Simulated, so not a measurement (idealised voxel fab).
process module | voxel plated lines
cross-section cut | 155 nm wide | cells 5 nm
A cross-section is a grid of square cells, given in bands from the top down. A band is one or more rows of cells.
Each band's line starts with the height of the band's top and of its bottom, in nm. Then come its materials from left to right, each with its width in nm. One material with "throughout" fills the band from edge to edge. "air" is empty space.
Height 0 is the level under which the wafer as received is all one material. The lowest band goes on downwards, as in "0 down".
A width such as "30 to 40" changes by the same amount from each row of cells to the next, from the band's top row to its bottom row.
"no change" after a step means that no cell of the cross-section changed.
closed voids: empty space of 8 cells or more with no open way to the top, each as width x height at its distance from the left edge, in nm
after a step's settings: what the simulator itself notes on the step
overlay nm, on a step with a mask: how far to the right of its planned place the mask lay; to the left if negative
plan
1 op RECEIVE | material Si
2 op CONFORMAL_DEP | material SiN | thk nm 15
3 op DIRECTIONAL_DEP | material TiN | thk nm 5
4 op PATTERN | tone open | mask id LINES | material resist | width nm 25 | pitch nm 40 | thk nm 25 | overlay nm 0
5 op EPI | material Ru | thk nm 10
6 op EPI | material Ru | thk nm 5
7 op STRIP | etch materials resist
8 op DIRECTIONAL_ETCH | etch materials TiN | depth nm 5
9 op CONFORMAL_DEP | material SiO2 | thk nm 10
first wafer, as planned
as received, after step 1
  0 down: Si throughout
  closed voids: none
after step 2
  15 to 0: SiN throughout
  below 0: unchanged
after step 3
  20 to 15: TiN throughout
  below 15: unchanged
after step 4
  45 to 20: resist 45 | air 25 | resist 15 | air 25 | resist 45
  below 20: unchanged
after step 5
  45 to 30: resist 45 | air 25 | resist 15 | air 25 | resist 45
  30 to 20: resist 45 | Ru 25 | resist 15 | Ru 25 | resist 45
  below 20: unchanged
after step 6
  45 to 35: resist 45 | air 25 | resist 15 | air 25 | resist 45
  35 to 20: resist 45 | Ru 25 | resist 15 | Ru 25 | resist 45
  below 20: unchanged
after step 7
  35 to 20: air 45 | Ru 25 | air 15 | Ru 25 | air 45
  below 20: unchanged
after step 8
  35 to 20: air 45 | Ru 25 | air 15 | Ru 25 | air 45
  20 to 15: air 45 | TiN 25 | air 15 | TiN 25 | air 45
  below 15: unchanged
after step 9
  45 to 35: air 35 | SiO2 85 | air 35
  35 to 25: air 35 | SiO2 10 | Ru 25 | SiO2 15 | Ru 25 | SiO2 10 | air 35
  25 to 20: SiO2 45 | Ru 25 | SiO2 15 | Ru 25 | SiO2 45
  20 to 15: SiO2 45 | TiN 25 | SiO2 15 | TiN 25 | SiO2 45
  below 15: unchanged
second wafer: like start, like plan, one mistake. Through step 2 it matches the first wafer
when step 3 should have ended
  20 to 15: SiO2 throughout
  below 15: unchanged
when step 4 should have ended
  45 to 20: resist 45 | air 25 | resist 15 | air 25 | resist 45
  below 20: unchanged
when step 5 should have ended: no change
when step 6 should have ended: no change
when step 7 should have ended
  20 to 15: SiO2 throughout
  below 15: unchanged
when step 8 should have ended: no change
when step 9 should have ended
  30 to 15: SiO2 throughout
  below 15: unchanged
what went wrong: step 3 ran as: op DIRECTIONAL_DEP | material SiO2 | thk nm 5
at the end the second wafer has, in cells: 30 fewer of Ru | 3 more of SiO2 | 10 fewer of TiN
